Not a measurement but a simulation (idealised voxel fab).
The document below concerns the process module designated voxel capacitor over wiring.
Xsec cut, 295 nm wide, square cell size 5 nm.
Reading order for cross-sections: top band down to bottom band. Underlying form: a grid of square cells. Band size: one or more rows of cells.
This entry defines a band. It first specifies the height of the band's top and the height of its bottom in nm, and then specifies the band's materials from left to right, stating each material with its width in nm. The word "all across" identifies a single material that fills the band from edge to edge, while the word "air" identifies empty space.
Heights are expressed relative to 0, this being the level below which the as-received wafer comprises one material exclusively. The lowest band is unbounded in the downward direction and is denoted as in "top 0, no bottom".
Top row gets the first number, bottom row gets the second, and each row in between changes by the same step: that is how a band width like "30->40" works.
You'll sometimes find "left unchanged" written for a step, and that's the way of saying that nowhere in the cross-section did a cell change during that step.
"Voids, enclosed": empty spaces of 8 cells or more with no open way to the top, each given as width x height at distance, distance from the left edge, all in nm.
Heads up: the bit after the settings on a step's line is the simulator's remark on that step.
The line of a step may include "overlay nm". On a step with a mask, this value is how far to the right of its planned place the mask lay. A negative value means the mask lay to the left.
Below is the list of planned process steps:
1,RECEIVE with material Si
2,CONFORMAL_DEP with material SiO2, thk nm 10
3,DIRECTIONAL_DEP with material TiN, thk nm 5
4,DIRECTIONAL_DEP with material W, thk nm 20
5,MASKED_ETCH with tone cover, mask id METAL_1, width nm 30, pitch nm 100, etch materials W, depth nm 20, overlay nm 0
6,MASKED_ETCH with tone cover, mask id METAL_1, width nm 30, pitch nm 100, etch materials TiN, depth nm 5, overlay nm 0
7,FILL_DEP with material SiO2, thk nm 5
8,CMP with height nm 35
9,CONFORMAL_DEP with material SiCN, thk nm 5
10,DIRECTIONAL_DEP with material lowk, thk nm 20
11,MASKED_ETCH with tone open, mask id PLUG_1, width nm 15, etch materials lowk, depth nm 20, overlay nm 0
12,MASKED_ETCH with tone open, mask id PLUG_1, width nm 15, etch materials SiCN, depth nm 5, overlay nm 0
13,EPI with material Ru, thk nm 10
14,EPI with material Ru, thk nm 10
15,EPI with material Ru, thk nm 5
16,DIRECTIONAL_DEP with material TiN, thk nm 5
17,DIRECTIONAL_DEP with material Al2O3, thk nm 5
18,DIRECTIONAL_DEP with material TiN, thk nm 5
19,DIRECTIONAL_DEP with material aC, thk nm 15
20,PATTERN with tone cover, mask id UPPER_PLATE, material resist, width nm 75, thk nm 30, overlay nm 0
21,DIRECTIONAL_ETCH with etch materials aC, depth nm 15
22,STRIP with etch materials resist
23,DIRECTIONAL_ETCH with etch materials TiN, depth nm 5
24,DIRECTIONAL_ETCH with etch materials Al2O3, depth nm 5
25,STRIP with etch materials aC
26,DIRECTIONAL_DEP with material aC, thk nm 10
27,PATTERN with tone cover, mask id LOWER_PLATE, material resist, width nm 85, thk nm 30, overlay nm 0
28,DIRECTIONAL_ETCH with etch materials aC, depth nm 10
29,STRIP with etch materials resist
30,DIRECTIONAL_ETCH with etch materials TiN, depth nm 5
31,STRIP with etch materials aC
32,FILL_DEP with material SiO2, thk nm 20
33,CMP with height nm 90
34,PATTERN with tone open, mask id PLUG_2, material resist, width nm 15, thk nm 15, overlay nm 0
35,DIRECTIONAL_ETCH with etch materials SiO2, depth nm 15
36,STRIP with etch materials resist
37,CONFORMAL_DEP with material TiN, thk nm 5
38,FILL_DEP with material Ru, thk nm 10
39,CMP with height nm 90
40,CONFORMAL_DEP with material SiCN, thk nm 5
Incoming wafer, cross-sectional view, post step 1:
  top 0, no bottom  Si all across
  Voids, enclosed: none
Starting wafer: above. Plan: above. Run: one mistake. Cross-section after the module: below:
  top 95, bottom 90  SiCN all across
  top 90, bottom 80  SiO2 (105), then TiN (5), then Ru (5), then TiN (5), then SiO2 (175)
  top 80, bottom 75  SiO2 (105), then TiN (15), then SiO2 (175)
  top 75, bottom 70  SiO2 (90), then TiN (5), then SiO2 (75), then TiN (5), then SiO2 (120)
  top 70, bottom 65  Al2O3 (95), then SiO2 (75), then Al2O3 (125)
  top 65, bottom 60  TiN all across
  top 60, bottom 40  lowk (95), then Ru (15), then lowk (185)
  top 40, bottom 35  SiCN (95), then Ru (15), then SiCN (185)
  top 35, bottom 15  SiO2 (80), then W (30), then SiO2 (70), then W (30), then SiO2 (85)
  top 15, bottom 10  SiO2 (80), then TiN (30), then SiO2 (70), then TiN (30), then SiO2 (85)
  top 10, bottom 0  SiO2 all across
  top 0, no bottom  Si all across
  Voids, enclosed: none
What went wrong in running the wafer? off-plan run, step 20, actual operation and settings PATTERN with tone open, mask id UPPER_PLATE, material resist, width nm 75, thk nm 30, overlay nm 0
